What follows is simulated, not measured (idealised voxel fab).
The name of this process module is voxel ribs on slabs.
Section shown: cut. Width: 170 nm. Cell size: 5 nm, square.
When this document writes out a cross-section, it uses a grid of square cells and lists it as bands, beginning at the top and moving down, with a band standing for one or more rows of cells.
The band entry comprises the height of the band's top followed by the height of its bottom, expressed in nm, and subsequently the band's materials from left to right, each stated together with its width in nm. Where a single material is marked with the word "edge to edge", that material fills the band from edge to edge. The word "empty" represents empty space.
It should be noted that heights are counted from 0, beneath which the wafer as supplied is of one material throughout, and that the lowest band possesses no lower boundary but continues downward, as written in "z 0 and below".
The width entry "30 to 40" should be interpreted row by row: the top row of cells in the band takes the first number, the bottom row takes the second number, and the change between adjacent rows is uniform throughout.
Where a step carries "changes: none", the cross-section came out of it unchanged, cell for cell.
The entry "Voids, enclosed" lists the empty spaces that cover at least 8 cells and have no open path to the top. Each is written as width x height at distance, where the distance is measured from the left edge and all three values are in nm.
Whatever follows a step's settings on its line is a remark the simulator itself makes about that step.
"overlay nm" on a masked step: distance the mask lay right of its planned place, negative for left.
The planned process steps are enumerated hereunder
1,RECEIVE (material Si)
2,DIRECTIONAL_DEP (material SiO2; thk nm 30)
3,DIRECTIONAL_DEP (material polySi; thk nm 25)
4,DIRECTIONAL_DEP (material aC; thk nm 10)
5,PATTERN (tone cover; mask id RIB; material resist; width nm 25; thk nm 30; overlay nm 0)
6,DIRECTIONAL_ETCH (etch materials aC; depth nm 10)
7,STRIP (etch materials resist)
8,DIRECTIONAL_ETCH (etch materials polySi; depth nm 10)
9,STRIP (etch materials aC)
10,MASKED_ETCH (tone cover; mask id SLAB; width nm 55; etch materials polySi; depth nm 15; overlay nm 0)
11,FILL_DEP (material SiO2; thk nm 25)
12,CMP (height nm 75)
13,DIRECTIONAL_DEP (material W; thk nm 10)
14,DIRECTIONAL_DEP (material aC; thk nm 15)
15,PATTERN (tone cover; mask id HEATER; material resist; width nm 35; thk nm 30; overlay nm 0)
16,DIRECTIONAL_ETCH (etch materials aC; depth nm 15)
17,STRIP (etch materials resist)
18,DIRECTIONAL_ETCH (etch materials W; depth nm 10)
19,STRIP (etch materials aC)
20,CONFORMAL_DEP (material SiO2; thk nm 5)
Wafer as received: cross-section following step 1
	z 0 and below = Si edge to edge
	Voids, enclosed: none
First of two wafers at the end of the module, shown in cross-section; run carried out as planned
	z 90 to 85 = empty 60 | SiO2 45 | empty 65
	z 85 to 80 = empty 60 | SiO2 5 | W 35 | SiO2 5 | empty 65
	z 80 to 75 = SiO2 65 | W 35 | SiO2 70
	z 75 to 55 = SiO2 edge to edge
	z 55 to 45 = SiO2 70 | polySi 25 | SiO2 75
	z 45 to 30 = SiO2 55 | polySi 55 | SiO2 60
	z 30 to 0 = SiO2 edge to edge
	z 0 and below = Si edge to edge
	Voids, enclosed: none
Cross-sectional view of the second of two wafers upon completion of the module. This wafer shared its starting condition and process plan with the first; one error was made during its execution
	z 90 to 85 = empty 60 | SiO2 45 | empty 65
	z 85 to 80 = empty 60 | SiO2 5 | W 35 | SiO2 5 | empty 65
	z 80 to 75 = SiO2 65 | W 35 | SiO2 70
	z 75 to 25 = SiO2 edge to edge
	z 25 to 0 = polySi edge to edge
	z 0 and below = Si edge to edge
	Voids, enclosed: none
Error vs. plan: it was found that steps 2 and 3 of the process plan had been performed in exchanged positions
Once processing is complete, comparing cell counts shows that the second wafer has more or fewer of certain materials than the first: -127 SiO2; +127 polySi
